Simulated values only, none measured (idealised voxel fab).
The process module that follows is named voxel ribs on slabs.
FYI the section here is cut, 175 nm wide, cells are 5 nm squares.
In this document a cross-section is written as a grid of square cells. It is given as a series of bands, listed from the top down, and a band is one or more rows of cells. Per band: top height and bottom height in nm, followed by the left-to-right materials and their widths in nm; "all across" marks a single material spanning edge to edge, "blank" marks empty space. Heights are expressed relative to 0, this being the level below which the as-received wafer comprises one material exclusively. The lowest band is unbounded in the downward direction and is denoted as in "z 0 and below". It should be noted that a width expressed as "30->40" varies in equal increments from row to row of cells within the band, taking the value of the first number at the top row and that of the second number at the bottom row. Key: "nothing changed" - step with no changed cell in the cross-section. "Closed-off voids" - sealed voids, min. 8 cells, no opening to top; format: width x height at distance (distance from left edge; nm throughout). That trailing text on a step's line, after the settings, is the simulator's own remark on the step. "overlay nm" answers the question of how far to the right of plan the mask lay on a step that has a mask, and when it is negative the answer is to the left.

Plan:
1) RECEIVE: material Si
2) DIRECTIONAL_DEP: material SiO2, thk nm 25
3) DIRECTIONAL_DEP: material polySi, thk nm 15
4) DIRECTIONAL_DEP: material aC, thk nm 10
5) PATTERN: tone cover, mask id RIB, material resist, width nm 20, thk nm 25, overlay nm 0
6) DIRECTIONAL_ETCH: etch materials aC, depth nm 5
7) STRIP: etch materials resist
8) DIRECTIONAL_ETCH: etch materials polySi, depth nm 10
9) STRIP: etch materials aC
10) PATTERN: tone cover, mask id SLAB, material resist, width nm 70, thk nm 15, overlay nm 0
11) DIRECTIONAL_ETCH: etch materials polySi, depth nm 5
12) STRIP: etch materials resist
13) FILL_DEP: material SiO2, thk nm 25
14) CMP: height nm 60
15) DIRECTIONAL_DEP: material TiN, thk nm 10
16) DIRECTIONAL_DEP: material aC, thk nm 15
17) PATTERN: tone cover, mask id HEATER, material resist, width nm 30, thk nm 35, overlay nm 0
18) DIRECTIONAL_ETCH: etch materials aC, depth nm 15
19) STRIP: etch materials resist
20) DIRECTIONAL_ETCH: etch materials TiN, depth nm 10
21) STRIP: etch materials aC
22) CONFORMAL_DEP: material SiO2, thk nm 5
Heads up: all these wafers start the same, and what changes between them is the depth nm in step 6. The value you see in the plan is just what the first wafer got.

Received condition of the first of several wafers, sectioned: post-step 1:
> z 0 and below | Si all across
> Closed-off voids: none

Here is how to read the rows: every wafer has a row, and it shows the wafer at the end of the module, giving for each material how many cells were gained (+) or lost (-) since the wafer was received, then listing its closed voids:
depth nm 5, +375 SiO2, +12 TiN, +84 polySi, Closed-off voids: none
depth nm 10, +437 SiO2, +12 TiN, +22 polySi, Closed-off voids: none
depth nm 15, +437 SiO2, +12 TiN, +22 polySi, Closed-off voids: none
depth nm 20, +437 SiO2, +12 TiN, +22 polySi, Closed-off voids: none
depth nm 25, +437 SiO2, +12 TiN, +22 polySi, Closed-off voids: none
